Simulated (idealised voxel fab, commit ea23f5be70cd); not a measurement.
The document below concerns the process module designated voxel wiring stack.
Each square cell in cross-section cut measures 5 nm, and the section as a whole is 215 nm wide.
Notation: cross-section as square-cell grid; stated in bands, top first, going down; one or more cell rows per band.
Within each band entry, the heights of the top and of the bottom of the band appear first, in that order and in nm; the materials of the band then follow from left to right, each with its corresponding width in nm. The designation "full width" on a single material indicates that it fills the band from edge to edge; the designation "air" indicates empty space.
Heights from 0 (as-received wafer is one material below). Bottom band endless downward, as "0 and below".
You'd read "30->40" like this: the band's top row of cells is as wide as the first number, its bottom row is as wide as the second, and going down, every row changes width by the same amount as the row before did.
Given "no alterations made" for a step, no cell of the cross-section differs between before and after that step.
Look at "Enclosed void list" for the closed voids: empty spaces with no open path to the top, sized 8 cells or up. Each is width x height at distance, distance from the left edge, all nm.
Past the settings on a step's line: simulator remark, on that step.
Among the settings permitted on a step's line is "overlay nm"; applied to a step with a mask, it specifies the extent to which the mask lay to the right of its planned position, whereas a negative figure signifies a position to the left.
[The planned process steps are enumerated hereunder]
1,RECEIVE, material Si
2,CONFORMAL_DEP, material SiO2, thk nm 15
3,DIRECTIONAL_DEP, material TiN, thk nm 5
4,DIRECTIONAL_DEP, material Ru, thk nm 20
5,PATTERN, tone cover, mask id METAL_1, material resist, width nm 20, pitch nm 45, thk nm 15, overlay nm 0
6,DIRECTIONAL_ETCH, etch materials Ru, depth nm 20
7,DIRECTIONAL_ETCH, etch materials TiN, depth nm 5
8,STRIP, etch materials resist
9,FILL_DEP, material lowk, thk nm 5
10,CMP, height nm 40
11,CONFORMAL_DEP, material SiCN, thk nm 5
12,DIRECTIONAL_DEP, material SiO2, thk nm 35
13,PATTERN, tone open, mask id METAL_2, material resist, width nm 20, pitch nm 45, thk nm 20, overlay nm 0
14,DIRECTIONAL_ETCH, etch materials SiO2, depth nm 20
15,STRIP, etch materials resist
16,DIRECTIONAL_DEP, material aC, thk nm 15
17,PATTERN, tone open, mask id METAL_2_HOLES, material resist, width nm 15, pitch nm 90, thk nm 35, overlay nm 0
18,DIRECTIONAL_ETCH, etch materials aC, depth nm 15
19,STRIP, etch materials resist
20,DIRECTIONAL_ETCH, etch materials SiO2, depth nm 15
21,DIRECTIONAL_ETCH, etch materials SiCN, depth nm 5
22,STRIP, etch materials aC
23,CONFORMAL_DEP, material TiN, thk nm 5
24,FILL_DEP, material Cu, thk nm 5
25,CMP, height nm 80
26,CONFORMAL_DEP, material SiN, thk nm 5
[So this is the incoming wafer in cross-section - it's already been through step 1]
> 0 and below | Si full width
> Enclosed void list: none
[First of two wafers: cross-section at end of module, run per plan]
> 85 down to 80 | SiN full width
> 80 down to 65 | SiO2 30 / TiN 5 / Cu 10 / TiN 5 / SiO2 25 / TiN 5 / Cu 10 / TiN 5 / SiO2 25 / TiN 5 / Cu 10 / TiN 5 / SiO2 25 / TiN 5 / Cu 10 / TiN 5 / SiO2 30
> 65 down to 60 | SiO2 30 / TiN 5 / Cu 5 / TiN 10 / SiO2 25 / TiN 20 / SiO2 25 / TiN 5 / Cu 5 / TiN 10 / SiO2 25 / TiN 20 / SiO2 30
> 60 down to 45 | SiO2 30 / TiN 5 / Cu 5 / TiN 5 / SiO2 75 / TiN 5 / Cu 5 / TiN 5 / SiO2 80
> 45 down to 40 | SiCN 30 / TiN 15 / SiCN 75 / TiN 15 / SiCN 80
> 40 down to 20 | lowk 30 / Ru 20 / lowk 25 / Ru 20 / lowk 25 / Ru 20 / lowk 25 / Ru 20 / lowk 30
> 20 down to 15 | lowk 30 / TiN 20 / lowk 25 / TiN 20 / lowk 25 / TiN 20 / lowk 25 / TiN 20 / lowk 30
> 15 down to 0 | SiO2 full width
> 0 and below | Si full width
> Enclosed void list: none
[Cross-sectional image of the second wafer of the two following completion of the module. Starting state and process plan were the same as for the first wafer; one execution error occurred]
> 85 down to 80 | SiN full width
> 80 down to 65 | SiO2 25 / TiN 5 / Cu 20 / TiN 5 / SiO2 15 / TiN 5 / Cu 20 / TiN 5 / SiO2 15 / TiN 5 / Cu 20 / TiN 5 / SiO2 15 / TiN 5 / Cu 20 / TiN 5 / SiO2 25
> 65 down to 60 | SiO2 25 / TiN 10 / Cu 5 / TiN 15 / SiO2 15 / TiN 30 / SiO2 15 / TiN 10 / Cu 5 / TiN 15 / SiO2 15 / TiN 30 / SiO2 25
> 60 down to 45 | SiO2 30 / TiN 5 / Cu 5 / TiN 5 / SiO2 75 / TiN 5 / Cu 5 / TiN 5 / SiO2 80
> 45 down to 40 | SiCN 30 / TiN 15 / SiCN 75 / TiN 15 / SiCN 80
> 40 down to 20 | lowk 30 / Ru 20 / lowk 25 / Ru 20 / lowk 25 / Ru 20 / lowk 25 / Ru 20 / lowk 30
> 20 down to 15 | lowk 30 / TiN 20 / lowk 25 / TiN 20 / lowk 25 / TiN 20 / lowk 25 / TiN 20 / lowk 30
> 15 down to 0 | SiO2 full width
> 0 and below | Si full width
> Enclosed void list: none
Where did the run depart from the plan? for step 13, the planned setting was not used; the step was instead run as PATTERN, tone open, mask id METAL_2, material resist, width nm 30, pitch nm 45, thk nm 20, overlay nm 0
The closing comparison, in cells, has the second wafer with more or fewer of some materials than the first: Cu +24 | SiO2 -32 | TiN +8
